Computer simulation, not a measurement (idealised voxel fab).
The document below concerns the process module designated voxel spacer lines.
Pictured: cross-section cut, 245 nm wide, on a grid of 5 nm square cells.
For the purposes of this document, a cross-section shall be understood as a grid of square cells, specified as bands listed in top-to-bottom order, each band consisting of one or more rows of cells. Top height, bottom height, nm. Materials left to right, width each, nm. Single material + "full width" = fills band edge to edge. "air" = empty. Where do heights start? At 0: under that level the wafer as delivered is made of one material only. And the lowest band has no floor; it just carries on downward, as in "0..down". Read "30..40" as a graded width: first number on top, second number at the bottom, same change between each pair of neighbouring rows. What does "remains unaltered" mean for a step? It means no cell of the cross-section changed in that step. The label "Fully closed voids" introduces a list of the empty spaces, 8 cells or larger, that have no open way up to the top; each entry in it reads width x height at distance, where the distance is taken from the left edge and all three are stated in nm. Anything after a step's settings on that line? It's the simulator's own note about the step. Among the settings permitted on a step's line is "overlay nm"; applied to a step with a mask, it specifies the extent to which the mask lay to the right of its planned position, whereas a negative figure signifies a position to the left.

List of planned process steps
1. RECEIVE,material Si
2. CONFORMAL_DEP,material Al2O3,thk nm 5
3. DIRECTIONAL_DEP,material TiN,thk nm 10
4. DIRECTIONAL_DEP,material aC,thk nm 25
5. PATTERN,tone cover,mask id MANDREL,material resist,width nm 20,pitch nm 60,thk nm 30,overlay nm 0
6. DIRECTIONAL_ETCH,etch materials aC,depth nm 25
7. STRIP,etch materials resist
8. CONFORMAL_DEP,material SiO2,thk nm 10
9. DIRECTIONAL_ETCH,etch materials SiO2,depth nm 10
10. STRIP,etch materials aC
11. DIRECTIONAL_ETCH,etch materials TiN,depth nm 10
12. STRIP,etch materials SiO2
13. FILL_DEP,material lowk,thk nm 5
14. CMP,height nm 15

The first of the two wafers, which ran as planned

Incoming wafer, cross-sectional view, post step 1
	0..down  Si full width
	Fully closed voids: none

Cross-section of the wafer subsequent to step 2
	5..0  Al2O3 full width
	Beneath the level 0, the cross-section is identical to its previous state.

Cross-section of the wafer subsequent to step 3
	15..5  TiN full width
	Beneath the level 5, the cross-section is identical to its previous state.

Cross-section of the wafer subsequent to step 4
	40..15  aC full width
	Beneath the level 15, the cross-section is identical to its previous state.

Cross-section of the wafer subsequent to step 5
	70..40  air (80); resist (20); air (40); resist (20); air (85)
	Beneath the level 40, the cross-section is identical to its previous state.

Cross-section of the wafer subsequent to step 6
	45..40  air (80); resist (20); air (40); resist (20); air (85)
	40..15  air (80); aC (20); air (40); aC (20); air (85)
	Beneath the level 15, the cross-section is identical to its previous state.

Cross-section of the wafer subsequent to step 7
	40..15  air (80); aC (20); air (40); aC (20); air (85)
	Beneath the level 15, the cross-section is identical to its previous state.

Cross-section of the wafer subsequent to step 8
	50..40  air (70); SiO2 (40); air (20); SiO2 (40); air (75)
	40..25  air (70); SiO2 (10); aC (20); SiO2 (10); air (20); SiO2 (10); aC (20); SiO2 (10); air (75)
	25..15  SiO2 (80); aC (20); SiO2 (40); aC (20); SiO2 (85)
	Beneath the level 15, the cross-section is identical to its previous state.

Cross-section of the wafer subsequent to step 9
	40..15  air (70); SiO2 (10); aC (20); SiO2 (10); air (20); SiO2 (10); aC (20); SiO2 (10); air (75)
	Beneath the level 15, the cross-section is identical to its previous state.

Cross-section of the wafer subsequent to step 10
	40..15  air (70); SiO2 (10); air (20); SiO2 (10); air (20); SiO2 (10); air (20); SiO2 (10); air (75)
	Beneath the level 15, the cross-section is identical to its previous state.

Cross-section of the wafer subsequent to step 11
	40..15  air (70); SiO2 (10); air (20); SiO2 (10); air (20); SiO2 (10); air (20); SiO2 (10); air (75)
	15..5  air (70); TiN (10); air (20); TiN (10); air (20); TiN (10); air (20); TiN (10); air (75)
	Beneath the level 5, the cross-section is identical to its previous state.

Cross-section of the wafer subsequent to step 12
	15..5  air (70); TiN (10); air (20); TiN (10); air (20); TiN (10); air (20); TiN (10); air (75)
	Beneath the level 5, the cross-section is identical to its previous state.

Cross-section of the wafer subsequent to step 13
	20..15  lowk full width
	15..5  lowk (70); TiN (10); lowk (20); TiN (10); lowk (20); TiN (10); lowk (20); TiN (10); lowk (75)
	Beneath the level 5, the cross-section is identical to its previous state.

Cross-section of the wafer subsequent to step 14
	15..5  lowk (70); TiN (10); lowk (20); TiN (10); lowk (20); TiN (10); lowk (20); TiN (10); lowk (75)
	Beneath the level 5, the cross-section is identical to its previous state.

Wafer two. Identical start, identical plan. One mistake in execution. Identical history through step 4

Cross-section of the second wafer corresponding to the planned conclusion of step 5
	70..40  air (70); resist (20); air (40); resist (20); air (95)
	Beneath the level 40, the cross-section is identical to its previous state.

Cross-section of the second wafer corresponding to the planned conclusion of step 6
	45..40  air (70); resist (20); air (40); resist (20); air (95)
	40..15  air (70); aC (20); air (40); aC (20); air (95)
	Beneath the level 15, the cross-section is identical to its previous state.

Cross-section of the second wafer corresponding to the planned conclusion of step 7
	40..15  air (70); aC (20); air (40); aC (20); air (95)
	Beneath the level 15, the cross-section is identical to its previous state.

Cross-section of the second wafer corresponding to the planned conclusion of step 8
	50..40  air (60); SiO2 (40); air (20); SiO2 (40); air (85)
	40..25  air (60); SiO2 (10); aC (20); SiO2 (10); air (20); SiO2 (10); aC (20); SiO2 (10); air (85)
	25..15  SiO2 (70); aC (20); SiO2 (40); aC (20); SiO2 (95)
	Beneath the level 15, the cross-section is identical to its previous state.

Cross-section of the second wafer corresponding to the planned conclusion of step 9
	40..15  air (60); SiO2 (10); aC (20); SiO2 (10); air (20); SiO2 (10); aC (20); SiO2 (10); air (85)
	Beneath the level 15, the cross-section is identical to its previous state.

Cross-section of the second wafer corresponding to the planned conclusion of step 10
	40..15  air (60); SiO2 (10); air (20); SiO2 (10); air (20); SiO2 (10); air (20); SiO2 (10); air (85)
	Beneath the level 15, the cross-section is identical to its previous state.

Cross-section of the second wafer corresponding to the planned conclusion of step 11
	40..15  air (60); SiO2 (10); air (20); SiO2 (10); air (20); SiO2 (10); air (20); SiO2 (10); air (85)
	15..5  air (60); TiN (10); air (20); TiN (10); air (20); TiN (10); air (20); TiN (10); air (85)
	Beneath the level 5, the cross-section is identical to its previous state.

Cross-section of the second wafer corresponding to the planned conclusion of step 12
	15..5  air (60); TiN (10); air (20); TiN (10); air (20); TiN (10); air (20); TiN (10); air (85)
	Beneath the level 5, the cross-section is identical to its previous state.

Cross-section of the second wafer corresponding to the planned conclusion of step 13
	20..15  lowk full width
	15..5  lowk (60); TiN (10); lowk (20); TiN (10); lowk (20); TiN (10); lowk (20); TiN (10); lowk (85)
	Beneath the level 5, the cross-section is identical to its previous state.

Cross-section of the second wafer corresponding to the planned conclusion of step 14
	15..5  lowk (60); TiN (10); lowk (20); TiN (10); lowk (20); TiN (10); lowk (20); TiN (10); lowk (85)
	Beneath the level 5, the cross-section is identical to its previous state.
The plan and the run diverged here: step 5: run off-plan, actual operation and settings PATTERN,tone cover,mask id MANDREL,material resist,width nm 20,pitch nm 60,thk nm 30,overlay nm -10
at the end the second wafer has, in cells: as many of each material as the first, in other places
